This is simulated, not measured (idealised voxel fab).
Proc. module: voxel released beams
Shown is cross-section cut, with a width of 255 nm and square cells of size 5 nm.
Format of a cross-section: grid, square cells. Given as bands. Order: top down. Band: one or more rows of cells. Top, bottom (nm), then materials left to right with widths (nm); lone material tagged "throughout" fills the whole band edge to edge; "empty" = empty space. Zero point of the height axis is 0; under it, received wafer = one material. Lowest band: continues down indefinitely, "0 and below". Read "30->40" as a graded width: first number on top, second number at the bottom, same change between each pair of neighbouring rows. Any step labelled "remained the same" changed none of the cells in the cross-section. "Entrapped voids" means: voids of 8 cells or more that are shut off from the top with no open way through. Written width x height at distance, distance from the left edge, in nm. Anything after a step's settings on that line? It's the simulator's own note about the step. overlay nm: step with mask; distance mask lay right of planned place; negative value = left of planned place. Pairs ahead. Before: cross-section ahead of one process step. After: cross-section once the step is done, shown to the lowest changed band only. Under each pair: that step, with settings. Caution: pairs may come from different runs of this module on the same starting wafer; a pair follows the pair above only where its "Status quo ante" entry says so.
-- Status quo ante
> 30 down to 20  TiN throughout
> 20 down to 5  SiO2 throughout
> 5 down to 0  SiN throughout
> 0 and below  Si throughout
> Entrapped voids: none
-- Result of Step
> 45 down to 20  TiN throughout
> Below a height of 20, the structure has not been altered.
> Entrapped voids: none
It is this step that lies between the two cross-sections above: CONFORMAL_DEP: material TiN, thk nm 15
Status quo ante: the after view from the pair directly above serves as the before view here.
-- Result of Step
> 55 down to 45  aC throughout
> Below a height of 45, the structure has not been altered.
> Entrapped voids: none
It is this step that lies between the two cross-sections above: DIRECTIONAL_DEP: material aC, thk nm 10
Status quo ante: the after view from the pair directly above serves as the before view here.
-- Result of Step
> 80 down to 55  empty: 85, then resist: 80, then empty: 90
> Below a height of 55, the structure has not been altered.
> Entrapped voids: none
It is this step that lies between the two cross-sections above: PATTERN: tone cover, mask id BEAM, material resist, width nm 80, thk nm 25, overlay nm 0
Status quo ante: the after view from the pair directly above serves as the before view here.
-- Result of Step
> 70 down to 55  empty: 85, then resist: 80, then empty: 90
> 55 down to 45  empty: 85, then aC: 80, then empty: 90
> Below a height of 45, the structure has not been altered.
> Entrapped voids: none
It is this step that lies between the two cross-sections above: DIRECTIONAL_ETCH: etch materials aC, depth nm 10
Status quo ante: the after view from the pair directly above serves as the before view here.
-- Result of Step
> 55 down to 45  empty: 85, then aC: 80, then empty: 90
> Below a height of 45, the structure has not been altered.
> Entrapped voids: none
It is this step that lies between the two cross-sections above: STRIP: etch materials resist
Status quo ante: the after view from the pair directly above serves as the before view here.
-- Result of Step
> 55 down to 45  empty: 85, then aC: 80, then empty: 90
> 45 down to 30  empty: 85, then TiN: 80, then empty: 90
> Below a height of 30, the structure has not been altered.
> Entrapped voids: none
It is this step that lies between the two cross-sections above: DIRECTIONAL_ETCH: etch materials TiN, depth nm 15
Status quo ante: the after view from the pair directly above serves as the before view here.
-- Result of Step
> 45 down to 30  empty: 85, then TiN: 80, then empty: 90
> Below a height of 30, the structure has not been altered.
> Entrapped voids: none
It is this step that lies between the two cross-sections above: STRIP: etch materials aC
-- Status quo ante
> 30 down to 20  aC throughout
> 20 down to 5  SiO2 throughout
> 5 down to 0  SiN throughout
> 0 and below  Si throughout
> Entrapped voids: none
-- Result of Step
> 60 down to 30  empty: 90, then resist: 35, then empty: 130
> Below a height of 30, the structure has not been altered.
> Entrapped voids: none
It is this step that lies between the two cross-sections above: PATTERN: tone cover, mask id ANCHOR, material resist, width nm 35, thk nm 30, overlay nm 0
Status quo ante: the after view from the pair directly above serves as the before view here.
-- Result of Step
> 50 down to 30  empty: 90, then resist: 35, then empty: 130
> 30 down to 20  empty: 90, then aC: 35, then empty: 130
> Below a height of 20, the structure has not been altered.
> Entrapped voids: none
It is this step that lies between the two cross-sections above: DIRECTIONAL_ETCH: etch materials aC, depth nm 10
Status quo ante: the after view from the pair directly above serves as the before view here.
-- Result of Step
> 30 down to 20  empty: 90, then aC: 35, then empty: 130
> Below a height of 20, the structure has not been altered.
> Entrapped voids: none
It is this step that lies between the two cross-sections above: STRIP: etch materials resist
Status quo ante: the after view from the pair directly above serves as the before view here.
-- Result of Step
> 30 down to 20  empty: 90, then aC: 35, then empty: 130
> 20 down to 5  empty: 90, then SiO2: 35, then empty: 130
> Below a height of 5, the structure has not been altered.
> Entrapped voids: none
It is this step that lies between the two cross-sections above: DIRECTIONAL_ETCH: etch materials SiO2, depth nm 15
Status quo ante: the after view from the pair directly above serves as the before view here.
-- Result of Step
> 20 down to 5  empty: 90, then SiO2: 35, then empty: 130
> Below a height of 5, the structure has not been altered.
> Entrapped voids: none
It is this step that lies between the two cross-sections above: STRIP: etch materials aC
Status quo ante: the after view from the pair directly above serves as the before view here.
-- Result of Step
> 35 down to 20  empty: 75, then TiN: 65, then empty: 115
> 20 down to 5  TiN: 90, then SiO2: 35, then TiN: 130
> Below a height of 5, the structure has not been altered.
> Entrapped voids: none
It is this step that lies between the two cross-sections above: CONFORMAL_DEP: material TiN, thk nm 15
Status quo ante: the after view from the pair directly above serves as the before view here.
-- Result of Step
> 45 down to 35  empty: 75, then aC: 65, then empty: 115
> 35 down to 30  empty: 75, then TiN: 65, then empty: 115
> 30 down to 20  aC: 75, then TiN: 65, then aC: 115
> Below a height of 20, the structure has not been altered.
> Entrapped voids: none
It is this step that lies between the two cross-sections above: DIRECTIONAL_DEP: material aC, thk nm 10
Status quo ante: the after view from the pair directly above serves as the before view here.
-- Result of Step
> 70 down to 45  empty: 85, then resist: 80, then empty: 90
> 45 down to 35  empty: 75, then aC: 65, then resist: 25, then empty: 90
> 35 down to 30  empty: 75, then TiN: 65, then resist: 25, then empty: 90
> Below a height of 30, the structure has not been altered.
> Entrapped voids: none
It is this step that lies between the two cross-sections above: PATTERN: tone cover, mask id BEAM, material resist, width nm 80, thk nm 25, overlay nm 0
Status quo ante: the after view from the pair directly above serves as the before view here.
-- Result of Step
> 60 down to 45  empty: 85, then resist: 80, then empty: 90
> 45 down to 35  empty: 85, then aC: 55, then resist: 25, then empty: 90
> 35 down to 30  empty: 75, then TiN: 65, then resist: 25, then empty: 90
> 30 down to 20  empty: 75, then TiN: 65, then aC: 25, then empty: 90
> Below a height of 20, the structure has not been altered.
> Entrapped voids: none
It is this step that lies between the two cross-sections above: DIRECTIONAL_ETCH: etch materials aC, depth nm 10
Status quo ante: the after view from the pair directly above serves as the before view here.
-- Result of Step
> 45 down to 35  empty: 85, then aC: 55, then empty: 115
> 35 down to 30  empty: 75, then TiN: 65, then empty: 115
> Below a height of 30, the structure has not been altered.
> Entrapped voids: none
It is this step that lies between the two cross-sections above: STRIP: etch materials resist
Status quo ante: the after view from the pair directly above serves as the before view here.
-- Result of Step
> 45 down to 35  empty: 85, then aC: 55, then empty: 115
> 35 down to 30  empty: 85, then TiN: 55, then empty: 115
> 30 down to 20  empty: 85, then TiN: 55, then aC: 25, then empty: 90
> 20 down to 5  empty: 75, then TiN: 15, then SiO2: 35, then TiN: 40, then empty: 90
> Below a height of 5, the structure has not been altered.
> Entrapped voids: none
It is this step that lies between the two cross-sections above: DIRECTIONAL_ETCH: etch materials TiN, depth nm 15
Status quo ante: the after view from the pair directly above serves as the before view here.
-- Result of Step
> 35 down to 20  empty: 85, then TiN: 55, then empty: 115
> Below a height of 20, the structure has not been altered.
> Entrapped voids: none
It is this step that lies between the two cross-sections above: STRIP: etch materials aC
